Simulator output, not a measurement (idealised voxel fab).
process module | voxel self aligned vias
cross-section cut | 145 nm wide | cells 5 nm
A cross-section is a grid of square cells, given in bands from the top down. A band is one or more rows of cells.
Each band's line starts with the height of the band's top and of its bottom, in nm. Then come its materials from left to right, each with its width in nm. One material with "throughout" fills the band from edge to edge. "air" is empty space.
Height 0 is the level under which the wafer as received is all one material. The lowest band goes on downwards, as in "0 down".
A width such as "30 to 40" changes by the same amount from each row of cells to the next, from the band's top row to its bottom row.
"no change" after a step means that no cell of the cross-section changed.
closed voids: empty space of 8 cells or more with no open way to the top, each as width x height at its distance from the left edge, in nm
after a step's settings: what the simulator itself notes on the step
overlay nm, on a step with a mask: how far to the right of its planned place the mask lay; to the left if negative
plan
1 op RECEIVE | material Si
2 op CONFORMAL_DEP | material SiO2 | thk nm 15
3 op CONFORMAL_DEP | material SiCN | thk nm 5
4 op DIRECTIONAL_DEP | material SiO2 | thk nm 20
5 op PATTERN | tone open | mask id LINES | material resist | width nm 20 | pitch nm 50 | thk nm 20 | overlay nm 0
6 op DIRECTIONAL_ETCH | etch materials SiO2 | depth nm 20
7 op STRIP | etch materials resist
8 op CONFORMAL_DEP | material TiN | thk nm 5
9 op FILL_DEP | material Ru | thk nm 10
10 op CMP | height nm 40
11 op SELECTIVE_ETCH | etch materials W Ru TiN | depth nm 5
12 op FILL_DEP | material SiN | thk nm 5
13 op CMP | height nm 40
14 op DIRECTIONAL_DEP | material SiO2 | thk nm 15
15 op PATTERN | tone open | mask id VIAS | material resist | width nm 30 | pitch nm 50 | thk nm 20 | overlay nm 0
16 op DIRECTIONAL_ETCH | etch materials SiO2 | depth nm 15
17 op DIRECTIONAL_ETCH | etch materials SiN | depth nm 5
18 op STRIP | etch materials resist
19 op CONFORMAL_DEP | material TiN | thk nm 5
20 op FILL_DEP | material W | thk nm 10
21 op CMP | height nm 55
22 op CONFORMAL_DEP | material SiCN | thk nm 5
as received, after step 1
  0 down: Si throughout
  closed voids: none
first wafer at the end, as planned
  60 to 55: SiCN throughout
  55 to 45: SiO2 30 | TiN 5 | W 20 | TiN 5 | SiO2 20 | TiN 5 | W 20 | TiN 5 | SiO2 35
  45 to 40: SiO2 30 | TiN 10 | W 10 | TiN 10 | SiO2 20 | TiN 10 | W 10 | TiN 10 | SiO2 35
  40 to 35: SiO2 35 | TiN 20 | SiO2 30 | TiN 20 | SiO2 40
  35 to 25: SiO2 35 | TiN 5 | Ru 10 | TiN 5 | SiO2 30 | TiN 5 | Ru 10 | TiN 5 | SiO2 40
  25 to 20: SiO2 35 | TiN 20 | SiO2 30 | TiN 20 | SiO2 40
  20 to 15: SiCN throughout
  15 to 0: SiO2 throughout
  0 down: Si throughout
  closed voids: none
second wafer at the end: like start, like plan, one mistake
  60 to 55: SiCN throughout
  55 to 40: SiO2 30 | TiN 5 | W 20 | TiN 5 | SiO2 20 | TiN 5 | W 20 | TiN 5 | SiO2 35
  40 to 35: SiN 30 | TiN 30 | SiN 20 | TiN 30 | SiN 35
  35 to 30: Ru throughout
  30 to 25: TiN 40 | Ru 10 | TiN 40 | Ru 10 | TiN 45
  25 to 10: SiO2 35 | TiN 5 | Ru 10 | TiN 5 | SiO2 30 | TiN 5 | Ru 10 | TiN 5 | SiO2 40
  10 to 5: SiO2 35 | TiN 20 | SiO2 30 | TiN 20 | SiO2 40
  5 to 0: SiCN throughout
  0 down: Si throughout
  closed voids: none
what went wrong: step 2 was left out
at the end the second wafer has, in cells: 37 more of Ru | 17 more of SiN | 87 fewer of SiO2 | 29 more of TiN | 4 more of W
